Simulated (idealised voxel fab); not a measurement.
process module | voxel fin reveal
cross-section cut | 160 nm wide | cells 5 nm
A cross-section is a grid of square cells, given in bands from the top down. A band is one or more rows of cells.
Each band's line starts with the height of the band's top and of its bottom, in nm. Then come its materials from left to right, each with its width in nm. One material with "throughout" fills the band from edge to edge. "air" is empty space.
Height 0 is the level under which the wafer as received is all one material. The lowest band goes on downwards, as in "0 down".
A width such as "30 to 40" changes by the same amount from each row of cells to the next, from the band's top row to its bottom row.
"no change" after a step means that no cell of the cross-section changed.
closed voids: empty space of 8 cells or more with no open way to the top, each as width x height at its distance from the left edge, in nm
after a step's settings: what the simulator itself notes on the step
overlay nm, on a step with a mask: how far to the right of its planned place the mask lay; to the left if negative
plan
1 op RECEIVE | material Si
2 op CONFORMAL_DEP | material SiN | thk nm 10
3 op PATTERN | tone cover | mask id FINS | material resist | width nm 15 | pitch nm 40 | thk nm 20 | overlay nm 0
4 op DIRECTIONAL_ETCH | etch materials SiN | depth nm 10
5 op DIRECTIONAL_ETCH | etch materials Si | depth nm 30
6 op STRIP | etch materials resist
7 op OXIDIZE | depth nm 5
8 op FILL_DEP | material SiO2 | thk nm 5
9 op CMP | height nm 10
10 op SELECTIVE_ETCH | etch materials SiO2 | depth nm 25
11 op STRIP | etch materials SiN
12 op CONFORMAL_DEP | material HfO2 | thk nm 5
varied across the wafers: width nm of step 3. The plan shows the first wafer's value. All wafers start alike
first wafer as received, after step 1
  0 down: Si throughout
  closed voids: none
each wafer at the end: cells of each material gained (+) or lost (-) since it was received, then its closed voids
width nm 15 | +50 HfO2 | -203 Si | +116 SiO2 | closed voids: none
width nm 20 | +50 HfO2 | -182 Si | +104 SiO2 | closed voids: none
width nm 25 | +50 HfO2 | -161 Si | +92 SiO2 | closed voids: none
